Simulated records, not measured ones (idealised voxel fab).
process module | voxel trench capacitor
cross-section cut | 290 nm wide | cells 5 nm
A cross-section is a grid of square cells, given in bands from the top down. A band is one or more rows of cells.
Each band's line starts with the height of the band's top and of its bottom, in nm. Then come its materials from left to right, each with its width in nm. One material with "throughout" fills the band from edge to edge. "air" is empty space.
Height 0 is the level under which the wafer as received is all one material. The lowest band goes on downwards, as in "0 down".
A width such as "30 to 40" changes by the same amount from each row of cells to the next, from the band's top row to its bottom row.
"no change" after a step means that no cell of the cross-section changed.
closed voids: empty space of 8 cells or more with no open way to the top, each as width x height at its distance from the left edge, in nm
after a step's settings: what the simulator itself notes on the step
overlay nm, on a step with a mask: how far to the right of its planned place the mask lay; to the left if negative
plan
1 op RECEIVE | material Si
2 op CONFORMAL_DEP | material SiN | thk nm 5
3 op DIRECTIONAL_DEP | material aC | thk nm 10
4 op PATTERN | tone open | mask id TRENCH | material resist | width nm 30 | pitch nm 55 | thk nm 25 | overlay nm 0
5 op DIRECTIONAL_ETCH | etch materials aC | depth nm 10
6 op STRIP | etch materials resist
7 op DIRECTIONAL_ETCH | etch materials SiN | depth nm 5
8 op DIRECTIONAL_ETCH | etch materials Si | depth nm 40
9 op STRIP | etch materials aC
10 op CONFORMAL_DEP | material HfO2 | thk nm 5
11 op CONFORMAL_DEP | material TiN | thk nm 5
12 op FILL_DEP | material W | thk nm 5
13 op CMP | height nm 5
first wafer, as planned
as received, after step 1
  0 down: Si throughout
  closed voids: none
after step 2
  5 to 0: SiN throughout
  below 0: unchanged
after step 3
  15 to 5: aC throughout
  below 5: unchanged
after step 4
  40 to 15: resist 45 | air 30 | resist 25 | air 30 | resist 25 | air 30 | resist 25 | air 30 | resist 50
  below 15: unchanged
after step 5
  30 to 15: resist 45 | air 30 | resist 25 | air 30 | resist 25 | air 30 | resist 25 | air 30 | resist 50
  15 to 5: aC 45 | air 30 | aC 25 | air 30 | aC 25 | air 30 | aC 25 | air 30 | aC 50
  below 5: unchanged
after step 6
  15 to 5: aC 45 | air 30 | aC 25 | air 30 | aC 25 | air 30 | aC 25 | air 30 | aC 50
  below 5: unchanged
after step 7
  15 to 5: aC 45 | air 30 | aC 25 | air 30 | aC 25 | air 30 | aC 25 | air 30 | aC 50
  5 to 0: SiN 45 | air 30 | SiN 25 | air 30 | SiN 25 | air 30 | SiN 25 | air 30 | SiN 50
  below 0: unchanged
after step 8
  15 to 5: aC 45 | air 30 | aC 25 | air 30 | aC 25 | air 30 | aC 25 | air 30 | aC 50
  5 to 0: SiN 45 | air 30 | SiN 25 | air 30 | SiN 25 | air 30 | SiN 25 | air 30 | SiN 50
  0 to -40: Si 45 | air 30 | Si 25 | air 30 | Si 25 | air 30 | Si 25 | air 30 | Si 50
  below -40: unchanged
after step 9
  5 to 0: SiN 45 | air 30 | SiN 25 | air 30 | SiN 25 | air 30 | SiN 25 | air 30 | SiN 50
  below 0: unchanged
after step 10
  10 to 5: HfO2 50 | air 20 | HfO2 35 | air 20 | HfO2 35 | air 20 | HfO2 35 | air 20 | HfO2 55
  5 to 0: SiN 45 | HfO2 5 | air 20 | HfO2 5 | SiN 25 | HfO2 5 | air 20 | HfO2 5 | SiN 25 | HfO2 5 | air 20 | HfO2 5 | SiN 25 | HfO2 5 | air 20 | HfO2 5 | SiN 50
  0 to -35: Si 45 | HfO2 5 | air 20 | HfO2 5 | Si 25 | HfO2 5 | air 20 | HfO2 5 | Si 25 | HfO2 5 | air 20 | HfO2 5 | Si 25 | HfO2 5 | air 20 | HfO2 5 | Si 50
  -35 to -40: Si 45 | HfO2 30 | Si 25 | HfO2 30 | Si 25 | HfO2 30 | Si 25 | HfO2 30 | Si 50
  below -40: unchanged
after step 11
  15 to 10: TiN 55 | air 10 | TiN 45 | air 10 | TiN 45 | air 10 | TiN 45 | air 10 | TiN 60
  10 to 5: HfO2 50 | TiN 5 | air 10 | TiN 5 | HfO2 35 | TiN 5 | air 10 | TiN 5 | HfO2 35 | TiN 5 | air 10 | TiN 5 | HfO2 35 | TiN 5 | air 10 | TiN 5 | HfO2 55
  5 to 0: SiN 45 | HfO2 5 | TiN 5 | air 10 | TiN 5 | HfO2 5 | SiN 25 | HfO2 5 | TiN 5 | air 10 | TiN 5 | HfO2 5 | SiN 25 | HfO2 5 | TiN 5 | air 10 | TiN 5 | HfO2 5 | SiN 25 | HfO2 5 | TiN 5 | air 10 | TiN 5 | HfO2 5 | SiN 50
  0 to -30: Si 45 | HfO2 5 | TiN 5 | air 10 | TiN 5 | HfO2 5 | Si 25 | HfO2 5 | TiN 5 | air 10 | TiN 5 | HfO2 5 | Si 25 | HfO2 5 | TiN 5 | air 10 | TiN 5 | HfO2 5 | Si 25 | HfO2 5 | TiN 5 | air 10 | TiN 5 | HfO2 5 | Si 50
  -30 to -35: Si 45 | HfO2 5 | TiN 20 | HfO2 5 | Si 25 | HfO2 5 | TiN 20 | HfO2 5 | Si 25 | HfO2 5 | TiN 20 | HfO2 5 | Si 25 | HfO2 5 | TiN 20 | HfO2 5 | Si 50
  below -35: unchanged
after step 12
  20 to 15: W throughout
  15 to 10: TiN 55 | W 10 | TiN 45 | W 10 | TiN 45 | W 10 | TiN 45 | W 10 | TiN 60
  10 to 5: HfO2 50 | TiN 5 | W 10 | TiN 5 | HfO2 35 | TiN 5 | W 10 | TiN 5 | HfO2 35 | TiN 5 | W 10 | TiN 5 | HfO2 35 | TiN 5 | W 10 | TiN 5 | HfO2 55
  5 to 0: SiN 45 | HfO2 5 | TiN 5 | W 10 | TiN 5 | HfO2 5 | SiN 25 | HfO2 5 | TiN 5 | W 10 | TiN 5 | HfO2 5 | SiN 25 | HfO2 5 | TiN 5 | W 10 | TiN 5 | HfO2 5 | SiN 25 | HfO2 5 | TiN 5 | W 10 | TiN 5 | HfO2 5 | SiN 50
  0 to -30: Si 45 | HfO2 5 | TiN 5 | W 10 | TiN 5 | HfO2 5 | Si 25 | HfO2 5 | TiN 5 | W 10 | TiN 5 | HfO2 5 | Si 25 | HfO2 5 | TiN 5 | W 10 | TiN 5 | HfO2 5 | Si 25 | HfO2 5 | TiN 5 | W 10 | TiN 5 | HfO2 5 | Si 50
  below -30: unchanged
after step 13
  5 to 0: SiN 45 | HfO2 5 | TiN 5 | W 10 | TiN 5 | HfO2 5 | SiN 25 | HfO2 5 | TiN 5 | W 10 | TiN 5 | HfO2 5 | SiN 25 | HfO2 5 | TiN 5 | W 10 | TiN 5 | HfO2 5 | SiN 25 | HfO2 5 | TiN 5 | W 10 | TiN 5 | HfO2 5 | SiN 50
  below 0: unchanged
second wafer: like start, like plan, one mistake. Through step 11 it matches the first wafer
when step 12 should have ended
  20 to 15: SiN throughout
  15 to 10: TiN 55 | SiN 10 | TiN 45 | SiN 10 | TiN 45 | SiN 10 | TiN 45 | SiN 10 | TiN 60
  10 to 5: HfO2 50 | TiN 5 | SiN 10 | TiN 5 | HfO2 35 | TiN 5 | SiN 10 | TiN 5 | HfO2 35 | TiN 5 | SiN 10 | TiN 5 | HfO2 35 | TiN 5 | SiN 10 | TiN 5 | HfO2 55
  5 to 0: SiN 45 | HfO2 5 | TiN 5 | SiN 10 | TiN 5 | HfO2 5 | SiN 25 | HfO2 5 | TiN 5 | SiN 10 | TiN 5 | HfO2 5 | SiN 25 | HfO2 5 | TiN 5 | SiN 10 | TiN 5 | HfO2 5 | SiN 25 | HfO2 5 | TiN 5 | SiN 10 | TiN 5 | HfO2 5 | SiN 50
  0 to -30: Si 45 | HfO2 5 | TiN 5 | SiN 10 | TiN 5 | HfO2 5 | Si 25 | HfO2 5 | TiN 5 | SiN 10 | TiN 5 | HfO2 5 | Si 25 | HfO2 5 | TiN 5 | SiN 10 | TiN 5 | HfO2 5 | Si 25 | HfO2 5 | TiN 5 | SiN 10 | TiN 5 | HfO2 5 | Si 50
  below -30: unchanged
when step 13 should have ended
  5 to 0: SiN 45 | HfO2 5 | TiN 5 | SiN 10 | TiN 5 | HfO2 5 | SiN 25 | HfO2 5 | TiN 5 | SiN 10 | TiN 5 | HfO2 5 | SiN 25 | HfO2 5 | TiN 5 | SiN 10 | TiN 5 | HfO2 5 | SiN 25 | HfO2 5 | TiN 5 | SiN 10 | TiN 5 | HfO2 5 | SiN 50
  below 0: unchanged
what went wrong: step 12 ran as: op FILL_DEP | material SiN | thk nm 5
at the end the second wafer has, in cells: 56 more of SiN | 56 fewer of W
